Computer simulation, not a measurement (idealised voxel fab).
process module | voxel self aligned vias
Section shown: cut. Width: 250 nm. Cell size: 5 nm, square.
The cross-sections in this document take the form of a grid made of square cells. They are written out as bands, in order from top to bottom. Each band consists of one or more rows of cells.
Read a band's entry like this: the first values are the height of its top and the height of its bottom in nm, and what follows is the sequence of materials from left to right, each with its width in nm. Note that "empty" is empty space, and that a single material marked "throughout" reaches across the band from edge to edge.
Basically, 0 is our baseline, since under it the wafer straight out of the box is all one material. The bottom band has no lower end and keeps on going down, so it looks like "top 0, no bottom".
So if you see something like "30->40" for the width, read it as the top row of the band sitting at the first number and the bottom row at the second, with every row in between moving by the same amount as the last.
No cell of the cross-section changed in a step that is given as "no change".
Under "Sealed cavities" you'll find the enclosed gaps, the ones with no way out to the top, that are 8 cells or bigger; each reads width x height at distance, with distance counted from the left edge, everything in nm.
Read whatever lies past the settings on a step's line as the simulator's own remark about the step.
overlay nm: how far to the right of its planned place the mask lay on this masked step (negative: to the left).
## The planned process steps are enumerated hereunder
1: RECEIVE (material Si)
2: CONFORMAL_DEP (material SiO2; thk nm 15)
3: CONFORMAL_DEP (material SiCN; thk nm 5)
4: DIRECTIONAL_DEP (material SiO2; thk nm 25)
5: MASKED_ETCH (tone open; mask id LINES; width nm 25; pitch nm 65; etch materials SiO2; depth nm 25; overlay nm 0)
6: CONFORMAL_DEP (material TiN; thk nm 5)
7: FILL_DEP (material W; thk nm 5)
8: CMP (height nm 45)
9: SELECTIVE_ETCH (etch materials W Ru TiN; depth nm 10)
10: FILL_DEP (material SiN; thk nm 10)
11: CMP (height nm 45)
12: DIRECTIONAL_DEP (material SiO2; thk nm 20)
13: MASKED_ETCH (tone open; mask id VIAS; width nm 35; pitch nm 65; etch materials SiO2; depth nm 20; overlay nm 0)
14: MASKED_ETCH (tone open; mask id VIAS; width nm 35; pitch nm 65; etch materials SiN; depth nm 10; overlay nm 0)
15: CONFORMAL_DEP (material TiN; thk nm 5)
16: FILL_DEP (material W; thk nm 10)
17: CMP (height nm 65)
18: CONFORMAL_DEP (material SiN; thk nm 5)
Wafers differ in thk nm at step 3; plan lists the first wafer's value; identical starting state.
## Cross-sectional view of the first of several wafers in the as-received condition, corresponding to the state following step 1
- top 0, no bottom: Si throughout
- Sealed cavities: none
## Row per wafer, end-of-module: cell gain (+)/loss (-) by material since the wafer came in, then closed voids
thk nm 5, +50 SiCN, +50 SiN, +494 SiO2, +52 TiN, +54 W, Sealed cavities: none
thk nm 10, +100 SiCN, +50 SiN, +454 SiO2, +48 TiN, +48 W, Sealed cavities: none
thk nm 15, +150 SiCN, +50 SiN, +414 SiO2, +44 TiN, +42 W, Sealed cavities: none
thk nm 20, +200 SiCN, +50 SiN, +374 SiO2, +34 TiN, +42 W, Sealed cavities: none
